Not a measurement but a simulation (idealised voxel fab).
This is a process module. Its name is voxel ribs on slabs.
We display cut, a cross-section 150 nm in width whose square cells are each 5 nm.
A cross-section in this document is a grid of square cells, and it is written down as bands, the top band listed before the ones below it; a band is made up of one or more rows of cells.
The entry gives the band's vertical extent as a top height and a bottom height in nm, then its horizontal make-up as materials from left to right, each with a width in nm. "air" stands for empty space; a single material marked "throughout" fills the band edge to edge.
Convention: height 0 is the level below which the wafer, as received, is all one material. The lowest band does not terminate at the bottom but continues downward, represented as "0 nm and below".
Think of "30 to 40" as a width that walks from the first number to the second as you go down the band, top row to bottom row, taking equal-sized steps from row to row.
No cell of the cross-section changed in a step that is given as "no modification".
Each empty space that has no open way to the top and spans at least 8 cells appears under "Closed void roster" as width x height at distance, the distance counted from the left edge, all in nm.
Formally, on a step line, whatever follows the settings is a remark that the simulator itself makes on the step.
Among the settings permitted on a step's line is "overlay nm"; applied to a step with a mask, it specifies the extent to which the mask lay to the right of its planned position, whereas a negative figure signifies a position to the left.

Below is the list of planned process steps
step 1: RECEIVE: material Si
step 2: DIRECTIONAL_DEP: material SiO2, thk nm 20
step 3: DIRECTIONAL_DEP: material SiN, thk nm 25
step 4: MASKED_ETCH: tone cover, mask id RIB, width nm 25, etch materials SiN, depth nm 15, overlay nm 0
step 5: MASKED_ETCH: tone cover, mask id SLAB, width nm 75, etch materials SiN, depth nm 10, overlay nm 0
step 6: FILL_DEP: material SiO2, thk nm 15
step 7: CMP: height nm 55
step 8: DIRECTIONAL_DEP: material W, thk nm 10
step 9: DIRECTIONAL_DEP: material aC, thk nm 15
step 10: PATTERN: tone cover, mask id HEATER, material resist, width nm 35, thk nm 30, overlay nm 0
step 11: DIRECTIONAL_ETCH: etch materials aC, depth nm 15
step 12: STRIP: etch materials resist
step 13: DIRECTIONAL_ETCH: etch materials W, depth nm 10
step 14: STRIP: etch materials aC
step 15: CONFORMAL_DEP: material SiO2, thk nm 5

Run as planned: first of two wafers

Incoming wafer in cross-section (state: after step 1)
- 0 nm and below = Si throughout
- Closed void roster: none

The wafer in cross-section once step 2 is complete
- 20 nm to 0 nm = SiO2 throughout
- Below 0, the layers are the same as they were.

The wafer in cross-section once step 3 is complete
- 45 nm to 20 nm = SiN throughout
- Below 20, the layers are the same as they were.

The wafer in cross-section once step 4 is complete
- 45 nm to 30 nm = air 60  SiN 25  air 65
- Below 30, the layers are the same as they were.

The wafer in cross-section once step 5 is complete
- 45 nm to 30 nm = air 60  SiN 25  air 65
- 30 nm to 20 nm = air 35  SiN 75  air 40
- Below 20, the layers are the same as they were.

The wafer in cross-section once step 6 is complete
- 60 nm to 45 nm = SiO2 throughout
- 45 nm to 30 nm = SiO2 60  SiN 25  SiO2 65
- 30 nm to 20 nm = SiO2 35  SiN 75  SiO2 40
- Below 20, the layers are the same as they were.

The wafer in cross-section once step 7 is complete
- 55 nm to 45 nm = SiO2 throughout
- Below 45, the layers are the same as they were.

The wafer in cross-section once step 8 is complete
- 65 nm to 55 nm = W throughout
- Below 55, the layers are the same as they were.

The wafer in cross-section once step 9 is complete
- 80 nm to 65 nm = aC throughout
- Below 65, the layers are the same as they were.

The wafer in cross-section once step 10 is complete
- 110 nm to 80 nm = air 55  resist 35  air 60
- Below 80, the layers are the same as they were.

The wafer in cross-section once step 11 is complete
- 95 nm to 80 nm = air 55  resist 35  air 60
- 80 nm to 65 nm = air 55  aC 35  air 60
- Below 65, the layers are the same as they were.

The wafer in cross-section once step 12 is complete
- 80 nm to 65 nm = air 55  aC 35  air 60
- Below 65, the layers are the same as they were.

The wafer in cross-section once step 13 is complete
- 80 nm to 65 nm = air 55  aC 35  air 60
- 65 nm to 55 nm = air 55  W 35  air 60
- Below 55, the layers are the same as they were.

The wafer in cross-section once step 14 is complete
- 65 nm to 55 nm = air 55  W 35  air 60
- Below 55, the layers are the same as they were.

The wafer in cross-section once step 15 is complete
- 70 nm to 65 nm = air 50  SiO2 45  air 55
- 65 nm to 60 nm = air 50  SiO2 5  W 35  SiO2 5  air 55
- 60 nm to 55 nm = SiO2 55  W 35  SiO2 60
- Below 55, the layers are the same as they were.

Second of two: same start, same plan, one run error; steps up to and including 9 match the first

When step 10 should have ended
- 110 nm to 80 nm = resist 55  air 35  resist 60
- Below 80, the layers are the same as they were.

When step 11 should have ended
- 95 nm to 80 nm = resist 55  air 35  resist 60
- 80 nm to 65 nm = aC 55  air 35  aC 60
- Below 65, the layers are the same as they were.

When step 12 should have ended
- 80 nm to 65 nm = aC 55  air 35  aC 60
- Below 65, the layers are the same as they were.

When step 13 should have ended
- 80 nm to 65 nm = aC 55  air 35  aC 60
- 65 nm to 55 nm = W 55  air 35  W 60
- Below 55, the layers are the same as they were.

When step 14 should have ended
- 65 nm to 55 nm = W 55  air 35  W 60
- Below 55, the layers are the same as they were.

When step 15 should have ended
- 70 nm to 65 nm = SiO2 60  air 25  SiO2 65
- 65 nm to 60 nm = W 55  SiO2 5  air 25  SiO2 5  W 60
- 60 nm to 55 nm = W 55  SiO2 35  W 60
- Below 55, the layers are the same as they were.
So what did we get wrong on this run? rather than as planned, step 10 actually ran as PATTERN: tone open, mask id HEATER, material resist, width nm 35, thk nm 30, overlay nm 0
Wafer comparison, final, in cells, second relative to first, materials more or fewer: W: 32 more
